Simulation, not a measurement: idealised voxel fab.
voxel released beams: a process module
Each square cell in cross-section cut measures 5 nm, and the section as a whole is 165 nm wide.
Cross-section, as written here: a square-cell grid given band by band from the top down, where a band holds one or more rows of cells.
It is stipulated that each band's entry specify, in nanometres, the height of the top of the band and then that of its bottom, followed by the materials of the band in left-to-right sequence, each together with its width in nanometres. A single material marked by the word "full width" is understood to fill the band from edge to edge; the word "blank" is understood to denote empty space.
Ref level 0: as-received wafer is one material below here. Bottom band extends down with no lower bound ("0 down").
Width spec "30->40" -> top row of cells at first value, bottom row at second value, equal per-row change in between.
A step reported as "all unchanged" is a step in which no cell of the cross-section changed.
"Closed void table" - sealed voids, min. 8 cells, no opening to top; format: width x height at distance (distance from left edge; nm throughout).
Post-settings text on a step line: simulator's own remark regarding the step.
overlay nm: on a step with a mask, how far right of its planned place the mask lay; negative means left.
-- These are the steps we planned for the process
1,RECEIVE,material Si
2,CONFORMAL_DEP,material SiN,thk nm 5
3,DIRECTIONAL_DEP,material SiO2,thk nm 20
4,DIRECTIONAL_DEP,material aC,thk nm 15
5,PATTERN,tone open,mask id ANCHOR,material resist,width nm 30,thk nm 30,overlay nm 0
6,DIRECTIONAL_ETCH,etch materials aC,depth nm 15
7,STRIP,etch materials resist
8,DIRECTIONAL_ETCH,etch materials SiO2,depth nm 20
9,STRIP,etch materials aC
10,CONFORMAL_DEP,material polySi,thk nm 10
11,PATTERN,tone cover,mask id BEAM,material resist,width nm 75,thk nm 15,overlay nm 0
12,DIRECTIONAL_ETCH,etch materials polySi,depth nm 10
13,STRIP,etch materials resist
14,STRIP,etch materials SiO2
-- First of two wafers - as planned
-- As-received wafer cross-section (after step 1)
  0 down = Si full width
  Closed void table: none
-- Wafer xsec, post step 2
  5 to 0 = SiN full width
  No changes below 0.
-- Wafer xsec, post step 3
  25 to 5 = SiO2 full width
  No changes below 5.
-- Wafer xsec, post step 4
  40 to 25 = aC full width
  No changes below 25.
-- Wafer xsec, post step 5
  70 to 40 = resist (45) | blank (30) | resist (90)
  No changes below 40.
-- Wafer xsec, post step 6
  55 to 40 = resist (45) | blank (30) | resist (90)
  40 to 25 = aC (45) | blank (30) | aC (90)
  No changes below 25.
-- Wafer xsec, post step 7
  40 to 25 = aC (45) | blank (30) | aC (90)
  No changes below 25.
-- Wafer xsec, post step 8
  40 to 25 = aC (45) | blank (30) | aC (90)
  25 to 5 = SiO2 (45) | blank (30) | SiO2 (90)
  No changes below 5.
-- Wafer xsec, post step 9
  25 to 5 = SiO2 (45) | blank (30) | SiO2 (90)
  No changes below 5.
-- Wafer xsec, post step 10
  35 to 25 = polySi (55) | blank (10) | polySi (100)
  25 to 15 = SiO2 (45) | polySi (10) | blank (10) | polySi (10) | SiO2 (90)
  15 to 5 = SiO2 (45) | polySi (30) | SiO2 (90)
  No changes below 5.
-- Wafer xsec, post step 11
  50 to 35 = blank (40) | resist (75) | blank (50)
  35 to 25 = polySi (55) | resist (10) | polySi (100)
  25 to 15 = SiO2 (45) | polySi (10) | resist (10) | polySi (10) | SiO2 (90)
  No changes below 15.
-- Wafer xsec, post step 12
  50 to 35 = blank (40) | resist (75) | blank (50)
  35 to 25 = blank (40) | polySi (15) | resist (10) | polySi (50) | blank (50)
  No changes below 25.
-- Wafer xsec, post step 13
  35 to 25 = blank (40) | polySi (15) | blank (10) | polySi (50) | blank (50)
  25 to 15 = SiO2 (45) | polySi (10) | blank (10) | polySi (10) | SiO2 (90)
  No changes below 15.
-- Wafer xsec, post step 14
  35 to 25 = blank (40) | polySi (15) | blank (10) | polySi (50) | blank (50)
  25 to 15 = blank (45) | polySi (10) | blank (10) | polySi (10) | blank (90)
  15 to 5 = blank (45) | polySi (30) | blank (90)
  No changes below 5.
-- The second wafer: identical to the first at the outset and in its planned sequence, differing only in that one mistake was made during processing; up to and including step 10, its path is the first wafer's path
-- Second wafer, cross-section, planned end of step 11
  50 to 35 = blank (45) | resist (65) | blank (55)
  35 to 25 = polySi (55) | resist (10) | polySi (100)
  25 to 15 = SiO2 (45) | polySi (10) | resist (10) | polySi (10) | SiO2 (90)
  No changes below 15.
-- Second wafer, cross-section, planned end of step 12
  50 to 35 = blank (45) | resist (65) | blank (55)
  35 to 25 = blank (45) | polySi (10) | resist (10) | polySi (45) | blank (55)
  No changes below 25.
-- Second wafer, cross-section, planned end of step 13
  35 to 25 = blank (45) | polySi (10) | blank (10) | polySi (45) | blank (55)
  25 to 15 = SiO2 (45) | polySi (10) | blank (10) | polySi (10) | SiO2 (90)
  No changes below 15.
-- Second wafer, cross-section, planned end of step 14
  35 to 25 = blank (45) | polySi (10) | blank (10) | polySi (45) | blank (55)
  25 to 15 = blank (45) | polySi (10) | blank (10) | polySi (10) | blank (90)
  15 to 5 = blank (45) | polySi (30) | blank (90)
  No changes below 5.
Deviation from plan: step 11 changed vs plan, executed as PATTERN,tone cover,mask id BEAM,material resist,width nm 65,thk nm 15,overlay nm 0
Once processing is complete, comparing cell counts shows that the second wafer has more or fewer of certain materials than the first: -4 polySi
